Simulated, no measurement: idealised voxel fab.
Process module under the name voxel released beams
Section shown: cut. Width: 200 nm. Cell size: 5 nm, square.
Reading order for cross-sections: top band down to bottom band. Underlying form: a grid of square cells. Band size: one or more rows of cells. Heights first: top, then bottom, in nm. Then materials, left to right, each with a width in nm. "everywhere" on a single material: fills the band edge to edge. "air": empty space. Heads up on the height convention: 0 is the point under which the incoming wafer is all one material, and the lowest band has no bottom, it just keeps going down, like "z 0 and below". Read "30..40" as a graded width: first number on top, second number at the bottom, same change between each pair of neighbouring rows. "no alterations made" for a step: no cell of the cross-section changed in that step. Empty spaces counting at least 8 cells and having no open way to the top are listed in "Enclosed cavity list". The notation width x height at distance is used for each, the distance being from the left edge and all three values in nm. Where a step's line continues beyond its settings, the continuation is a remark by the simulator itself on that step. A step's line can hold "overlay nm"; with a mask on that step, the setting says how far right of the planned place the mask lay, while a negative setting says it lay to the left.

The planned process steps are enumerated hereunder:
1: RECEIVE [material Si]
2: CONFORMAL_DEP [material SiN] [thk nm 10]
3: DIRECTIONAL_DEP [material SiO2] [thk nm 20]
4: MASKED_ETCH [tone open] [mask id ANCHOR] [width nm 30] [etch materials SiO2] [depth nm 20] [overlay nm 0]
5: CONFORMAL_DEP [material TiN] [thk nm 10]
6: DIRECTIONAL_DEP [material aC] [thk nm 15]
7: PATTERN [tone cover] [mask id BEAM] [material resist] [width nm 100] [thk nm 30] [overlay nm 0]
8: DIRECTIONAL_ETCH [etch materials aC] [depth nm 15]
9: STRIP [etch materials resist]
10: DIRECTIONAL_ETCH [etch materials TiN] [depth nm 10]
11: STRIP [etch materials aC]
12: STRIP [etch materials SiO2]

So this is the incoming wafer in cross-section - it's already been through step 1:
z 0 and below | Si everywhere
Enclosed cavity list: none

Below is the wafer in cross-section after the module was completed. It began from the starting point shown above and followed the plan shown above, except that one mistake was made while running it:
z 40 to 30 | air (45) | TiN (100) | air (55)
z 30 to 20 | SiN everywhere
z 20 to 0 | SiO2 everywhere
z 0 and below | Si everywhere
Enclosed cavity list: none
In executing the process, a mistake was made relative to the plan: a sequencing error occurred in which plan steps 2 and 3 were transposed
